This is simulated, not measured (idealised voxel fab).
The following is a process module called voxel ribs on slabs.
For reference, the cross-section in this document is cut, with width 245 nm and square cells of 5 nm.
We lay out every cross-section as a grid of square cells and spell it out in bands from the top down, where one band means one or more rows of cells. First you get the band's top height and its bottom height, in nm, and then the materials it's made of, left to right, with each width in nm. If you see a single material with "throughout", that one covers the band edge to edge. "blank" is empty space. Height reference: 0 = level under which incoming wafer is all one material. Lowest band: no bottom, runs on downward, e.g. "from 0 down". When a width is written as two numbers, as in "30->40", the first number is the width in the top row of cells of the band and the second is the width in its bottom row, and the width changes by the same amount from each row to the next. What does "remained the same" mean for a step? It means no cell of the cross-section changed in that step. The entry "Sealed-off cavities" lists the empty spaces that cover at least 8 cells and have no open path to the top. Each is written as width x height at distance, where the distance is measured from the left edge and all three values are in nm. after a step's settings: what the simulator itself notes on the step. overlay nm: on a step with a mask, how far right of its planned place the mask lay; negative means left.
SET OUT BELOW ARE THE PLANNED STEPS OF THE PROCESS
| 1 | RECEIVE: material Si |
| 2 | DIRECTIONAL_DEP: material SiO2, thk nm 30 |
| 3 | DIRECTIONAL_DEP: material polySi, thk nm 25 |
| 4 | MASKED_ETCH: tone cover, mask id RIB, width nm 30, etch materials polySi, depth nm 10, overlay nm 0 |
| 5 | MASKED_ETCH: tone cover, mask id SLAB, width nm 70, etch materials polySi, depth nm 15, overlay nm 0 |
| 6 | FILL_DEP: material SiO2, thk nm 20 |
| 7 | CMP: height nm 70 |
| 8 | DIRECTIONAL_DEP: material TiN, thk nm 5 |
| 9 | DIRECTIONAL_DEP: material aC, thk nm 15 |
| 10 | PATTERN: tone cover, mask id HEATER, material resist, width nm 40, thk nm 30, overlay nm 0 |
| 11 | DIRECTIONAL_ETCH: etch materials aC, depth nm 15 |
| 12 | STRIP: etch materials resist |
| 13 | DIRECTIONAL_ETCH: etch materials TiN, depth nm 5 |
| 14 | STRIP: etch materials aC |
| 15 | CONFORMAL_DEP: material SiO2, thk nm 10 |
CROSS-SECTION OF THE WAFER AT RECEIPT, WHICH IS THE CONDITION AFTER STEP 1
- from 0 down | Si throughout
- Sealed-off cavities: none
CROSS-SECTIONAL RESULT AFTER MODULE COMPLETION. NOTE: STARTING CONDITION AND PLAN ARE UNCHANGED FROM ABOVE; ONE PROCESSING MISTAKE WAS MADE
- from 85 to 80 | 90 nm blank, then 60 nm SiO2, then 95 nm blank
- from 80 to 75 | SiO2 throughout
- from 75 to 70 | 100 nm SiO2, then 40 nm TiN, then 105 nm SiO2
- from 70 to 65 | SiO2 throughout
- from 65 to 55 | 105 nm SiO2, then 30 nm polySi, then 110 nm SiO2
- from 55 to 40 | 85 nm SiO2, then 70 nm polySi, then 90 nm SiO2
- from 40 to 30 | polySi throughout
- from 30 to 0 | SiO2 throughout
- from 0 down | Si throughout
- Sealed-off cavities: none
Where did the run depart from the plan? for step 3, the planned setting was not used; the step was instead run as DIRECTIONAL_DEP: material polySi, thk nm 35
